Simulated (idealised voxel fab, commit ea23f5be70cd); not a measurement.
Name of the process module below: voxel transistor to metal
The cross-section on display is named cut; it measures 300 nm wide, and its cells are 5 nm squares.
A cross-section is a grid of square cells, given in bands from the top down. A band is one or more rows of cells.
Band: top and bottom heights (nm) first, top before bottom; then materials from left to right, widths in nm. "all across" marks a sole material filling the band edge to edge. "blank" denotes empty space.
It should be noted that heights are counted from 0, beneath which the wafer as supplied is of one material throughout, and that the lowest band possesses no lower boundary but continues downward, as written in "0 down".
A width given as "30 to 40" starts at the first number in the band's top row and ends at the second number in its bottom row, shifting by an equal amount at every step from row to row.
Where a step carries "identical to before", the cross-section came out of it unchanged, cell for cell.
Each empty space that has no open way to the top and spans at least 8 cells appears under "Completely enclosed voids" as width x height at distance, the distance counted from the left edge, all in nm.
Anything after a step's settings on that line? It's the simulator's own note about the step.
On any step carrying a mask, the "overlay nm" setting, if present on the step's line, tells how far right of its planned place the mask lay; negative values point to the left.

# The steps planned for the process are as follows
1) op RECEIVE | material Si
2) op CONFORMAL_DEP | material SiO2 | thk nm 5
3) op CONFORMAL_DEP | material SiN | thk nm 15
4) op PATTERN | tone cover | mask id ACTIVE | material resist | width nm 100 | pitch nm 125 | thk nm 15 | overlay nm 0
5) op DIRECTIONAL_ETCH | etch materials SiN | depth nm 15
6) op DIRECTIONAL_ETCH | etch materials SiO2 | depth nm 5
7) op DIRECTIONAL_ETCH | etch materials Si | depth nm 20
8) op STRIP | etch materials resist
9) op FILL_DEP | material SiO2 | thk nm 10
10) op CMP | height nm 20
11) op SELECTIVE_ETCH | etch materials SiO2 | depth nm 15
12) op STRIP | etch materials SiN
13) op SELECTIVE_ETCH | etch materials SiO2 | depth nm 5
14) op OXIDIZE | depth nm 5
15) op DIRECTIONAL_DEP | material polySi | thk nm 30
16) op DIRECTIONAL_DEP | material SiCN | thk nm 10
17) op PATTERN | tone cover | mask id GATE | material resist | width nm 20 | pitch nm 125 | thk nm 20 | overlay nm 0
18) op DIRECTIONAL_ETCH | etch materials SiCN | depth nm 20
19) op DIRECTIONAL_ETCH | etch materials polySi | depth nm 40
20) op STRIP | etch materials resist
21) op CONFORMAL_DEP | material SiO2 | thk nm 5
22) op DIRECTIONAL_ETCH | etch materials SiO2 | depth nm 5
23) op CONFORMAL_DEP | material SiN | thk nm 5
24) op DIRECTIONAL_ETCH | etch materials SiN | depth nm 5
25) op DIRECTIONAL_ETCH | etch materials SiO2 | depth nm 5
26) op DIRECTIONAL_ETCH | etch materials Si | depth nm 10
27) op EPI | material pSi | thk nm 15
28) op FILL_DEP | material SiO2 | thk nm 10
29) op CMP | height nm 40
30) op DIRECTIONAL_DEP | material SiO2 | thk nm 10
31) op PATTERN | tone open | mask id CONTACT | material resist | width nm 30 | thk nm 20 | overlay nm -15
32) op DIRECTIONAL_ETCH | etch materials SiO2 | depth nm 50
33) op STRIP | etch materials resist
34) op CONFORMAL_DEP | material TiN | thk nm 5
35) op FILL_DEP | material Ru | thk nm 5
36) op CMP | height nm 50
37) op DIRECTIONAL_DEP | material TiN | thk nm 5
38) op DIRECTIONAL_DEP | material W | thk nm 25
39) op DIRECTIONAL_DEP | material aC | thk nm 10
40) op PATTERN | tone cover | mask id METAL_1 | material resist | width nm 15 | thk nm 30 | overlay nm 0
41) op DIRECTIONAL_ETCH | etch materials aC | depth nm 10
42) op STRIP | etch materials resist
43) op DIRECTIONAL_ETCH | etch materials W | depth nm 25
44) op DIRECTIONAL_ETCH | etch materials TiN | depth nm 5
45) op STRIP | etch materials aC
46) op CONFORMAL_DEP | material SiCN | thk nm 5
47) op FILL_DEP | material SiO2 | thk nm 10
48) op CMP | height nm 80
49) op CONFORMAL_DEP | material SiCN | thk nm 5
Heads up: all these wafers start the same, and what changes between them is the overlay nm in step 31. The value you see in the plan is just what the first wafer got.

# As received, i.e. after step 1: cross-section through the first of several wafers
* 0 down  Si all across
* Completely enclosed voids: none

# Here is the cross-section of the first of several wafers at the end of the module, after its last step, step 49
* 85 to 80  SiCN all across
* 80 to 55  SiO2 35 nm; SiCN 5 nm; W 15 nm; SiCN 5 nm; SiO2 50 nm; SiCN 5 nm; W 15 nm; SiCN 5 nm; SiO2 25 nm; SiCN 5 nm; W 15 nm; SiCN 5 nm; SiO2 50 nm; SiCN 5 nm; W 15 nm; SiCN 5 nm; SiO2 40 nm
* 55 to 50  SiCN 40 nm; TiN 15 nm; SiCN 60 nm; TiN 15 nm; SiCN 35 nm; TiN 15 nm; SiCN 60 nm; TiN 15 nm; SiCN 45 nm
* 50 to 45  SiO2 25 nm; TiN 5 nm; Ru 20 nm; TiN 5 nm; SiO2 30 nm; TiN 5 nm; Ru 20 nm; TiN 5 nm; SiO2 35 nm; TiN 5 nm; Ru 20 nm; TiN 5 nm; SiO2 30 nm; TiN 5 nm; Ru 20 nm; TiN 5 nm; SiO2 60 nm
* 45 to 40  SiO2 25 nm; TiN 5 nm; Ru 20 nm; TiN 5 nm; SiO2 30 nm; TiN 30 nm; SiO2 35 nm; TiN 5 nm; Ru 20 nm; TiN 5 nm; SiO2 30 nm; TiN 30 nm; SiO2 60 nm
* 40 to 30  SiO2 25 nm; TiN 5 nm; Ru 20 nm; TiN 5 nm; SiO2 10 nm; SiN 5 nm; SiO2 5 nm; SiCN 20 nm; TiN 5 nm; SiN 5 nm; TiN 10 nm; SiO2 35 nm; TiN 5 nm; Ru 20 nm; TiN 5 nm; SiO2 10 nm; SiN 5 nm; SiO2 5 nm; SiCN 20 nm; TiN 5 nm; SiN 5 nm; TiN 10 nm; SiO2 60 nm
* 30 to 15  SiO2 25 nm; TiN 5 nm; Ru 20 nm; TiN 5 nm; SiO2 10 nm; SiN 5 nm; SiO2 5 nm; polySi 20 nm; TiN 5 nm; SiN 5 nm; TiN 10 nm; SiO2 35 nm; TiN 5 nm; Ru 20 nm; TiN 5 nm; SiO2 10 nm; SiN 5 nm; SiO2 5 nm; polySi 20 nm; TiN 5 nm; SiN 5 nm; TiN 10 nm; SiO2 60 nm
* 15 to 10  SiO2 25 nm; TiN 5 nm; Ru 15 nm; TiN 10 nm; SiO2 10 nm; SiN 5 nm; SiO2 5 nm; polySi 20 nm; TiN 5 nm; SiN 5 nm; TiN 10 nm; SiO2 35 nm; TiN 5 nm; Ru 15 nm; TiN 10 nm; SiO2 10 nm; SiN 5 nm; SiO2 5 nm; polySi 20 nm; TiN 5 nm; SiN 5 nm; TiN 10 nm; SiO2 60 nm
* 10 to 5  SiO2 25 nm; TiN 5 nm; Ru 15 nm; TiN 5 nm; pSi 15 nm; SiN 5 nm; SiO2 5 nm; polySi 20 nm; TiN 5 nm; SiN 5 nm; pSi 15 nm; SiO2 30 nm; TiN 5 nm; Ru 15 nm; TiN 5 nm; pSi 15 nm; SiN 5 nm; SiO2 5 nm; polySi 20 nm; TiN 5 nm; SiN 5 nm; pSi 15 nm; SiO2 55 nm
* 5 to 0  SiO2 25 nm; TiN 25 nm; pSi 15 nm; SiN 5 nm; SiO2 5 nm; polySi 20 nm; TiN 5 nm; SiN 5 nm; pSi 15 nm; SiO2 30 nm; TiN 25 nm; pSi 15 nm; SiN 5 nm; SiO2 5 nm; polySi 20 nm; TiN 5 nm; SiN 5 nm; pSi 15 nm; SiO2 55 nm
* 0 to -5  SiO2 30 nm; pSi 35 nm; SiO2 40 nm; pSi 35 nm; SiO2 15 nm; pSi 35 nm; SiO2 40 nm; pSi 35 nm; SiO2 35 nm
* -5 to -15  SiO2 35 nm; pSi 30 nm; Si 40 nm; pSi 30 nm; SiO2 25 nm; pSi 30 nm; Si 40 nm; pSi 30 nm; SiO2 40 nm
* -15 to -20  SiO2 35 nm; Si 100 nm; SiO2 25 nm; Si 100 nm; SiO2 40 nm
* -20 down  Si all across
* Completely enclosed voids: none

# Here's the last wafer cross-sectioned at the end of the module
* 85 to 80  SiCN all across
* 80 to 55  SiO2 35 nm; SiCN 5 nm; W 15 nm; SiCN 5 nm; SiO2 50 nm; SiCN 5 nm; W 15 nm; SiCN 5 nm; SiO2 25 nm; SiCN 5 nm; W 15 nm; SiCN 5 nm; SiO2 50 nm; SiCN 5 nm; W 15 nm; SiCN 5 nm; SiO2 40 nm
* 55 to 50  SiCN 40 nm; TiN 15 nm; SiCN 60 nm; TiN 15 nm; SiCN 35 nm; TiN 15 nm; SiCN 60 nm; TiN 15 nm; SiCN 45 nm
* 50 to 45  SiO2 55 nm; TiN 5 nm; Ru 20 nm; TiN 5 nm; SiO2 30 nm; TiN 5 nm; Ru 20 nm; TiN 5 nm; SiO2 35 nm; TiN 5 nm; Ru 20 nm; TiN 5 nm; SiO2 30 nm; TiN 5 nm; Ru 20 nm; TiN 5 nm; SiO2 30 nm
* 45 to 40  SiO2 55 nm; TiN 30 nm; SiO2 30 nm; TiN 5 nm; Ru 20 nm; TiN 5 nm; SiO2 35 nm; TiN 30 nm; SiO2 30 nm; TiN 5 nm; Ru 20 nm; TiN 5 nm; SiO2 30 nm
* 40 to 30  SiO2 55 nm; TiN 10 nm; SiN 5 nm; TiN 5 nm; SiCN 20 nm; SiO2 5 nm; SiN 5 nm; SiO2 10 nm; TiN 5 nm; Ru 20 nm; TiN 5 nm; SiO2 35 nm; TiN 10 nm; SiN 5 nm; TiN 5 nm; SiCN 20 nm; SiO2 5 nm; SiN 5 nm; SiO2 10 nm; TiN 5 nm; Ru 20 nm; TiN 5 nm; SiO2 30 nm
* 30 to 15  SiO2 55 nm; TiN 10 nm; SiN 5 nm; TiN 5 nm; polySi 20 nm; SiO2 5 nm; SiN 5 nm; SiO2 10 nm; TiN 5 nm; Ru 20 nm; TiN 5 nm; SiO2 35 nm; TiN 10 nm; SiN 5 nm; TiN 5 nm; polySi 20 nm; SiO2 5 nm; SiN 5 nm; SiO2 10 nm; TiN 5 nm; Ru 20 nm; TiN 5 nm; SiO2 30 nm
* 15 to 10  SiO2 55 nm; TiN 10 nm; SiN 5 nm; TiN 5 nm; polySi 20 nm; SiO2 5 nm; SiN 5 nm; SiO2 10 nm; TiN 10 nm; Ru 15 nm; TiN 5 nm; SiO2 35 nm; TiN 10 nm; SiN 5 nm; TiN 5 nm; polySi 20 nm; SiO2 5 nm; SiN 5 nm; SiO2 10 nm; TiN 10 nm; Ru 15 nm; TiN 5 nm; SiO2 30 nm
* 10 to 5  SiO2 50 nm; pSi 15 nm; SiN 5 nm; TiN 5 nm; polySi 20 nm; SiO2 5 nm; SiN 5 nm; pSi 15 nm; TiN 5 nm; Ru 15 nm; TiN 5 nm; SiO2 30 nm; pSi 15 nm; SiN 5 nm; TiN 5 nm; polySi 20 nm; SiO2 5 nm; SiN 5 nm; pSi 15 nm; TiN 5 nm; Ru 15 nm; TiN 5 nm; SiO2 30 nm
* 5 to 0  SiO2 50 nm; pSi 15 nm; SiN 5 nm; TiN 5 nm; polySi 20 nm; SiO2 5 nm; SiN 5 nm; pSi 15 nm; TiN 25 nm; SiO2 30 nm; pSi 15 nm; SiN 5 nm; TiN 5 nm; polySi 20 nm; SiO2 5 nm; SiN 5 nm; pSi 15 nm; TiN 25 nm; SiO2 30 nm
* 0 to -5  SiO2 30 nm; pSi 35 nm; SiO2 40 nm; pSi 35 nm; SiO2 15 nm; pSi 35 nm; SiO2 40 nm; pSi 35 nm; SiO2 35 nm
* -5 to -15  SiO2 35 nm; pSi 30 nm; Si 40 nm; pSi 30 nm; SiO2 25 nm; pSi 30 nm; Si 40 nm; pSi 30 nm; SiO2 40 nm
* -15 to -20  SiO2 35 nm; Si 100 nm; SiO2 25 nm; Si 100 nm; SiO2 40 nm
* -20 down  Si all across
* Completely enclosed voids: none

# End of module, by wafer: material-by-material cell gain (+) or loss (-) since receipt, then closed voids
overlay nm -15 | +76 Ru | -168 Si | +164 SiCN | +32 SiN | +592 SiO2 | +116 TiN | +60 W | +100 pSi | +48 polySi | Completely enclosed voids: none
overlay nm -10 | +84 Ru | -168 Si | +164 SiCN | +32 SiN | +584 SiO2 | +116 TiN | +60 W | +100 pSi | +48 polySi | Completely enclosed voids: none
overlay nm -5 | +92 Ru | -168 Si | +164 SiCN | +32 SiN | +572 SiO2 | +120 TiN | +60 W | +100 pSi | +48 polySi | Completely enclosed voids: none
overlay nm 0 | +88 Ru | -168 Si | +164 SiCN | +32 SiN | +588 SiO2 | +108 TiN | +60 W | +100 pSi | +48 polySi | Completely enclosed voids: none
overlay nm 5 | +92 Ru | -168 Si | +164 SiCN | +32 SiN | +572 SiO2 | +120 TiN | +60 W | +100 pSi | +48 polySi | Completely enclosed voids: none
overlay nm 10 | +84 Ru | -168 Si | +164 SiCN | +32 SiN | +584 SiO2 | +116 TiN | +60 W | +100 pSi | +48 polySi | Completely enclosed voids: none
overlay nm 15 | +76 Ru | -168 Si | +164 SiCN | +32 SiN | +592 SiO2 | +116 TiN | +60 W | +100 pSi | +48 polySi | Completely enclosed voids: none
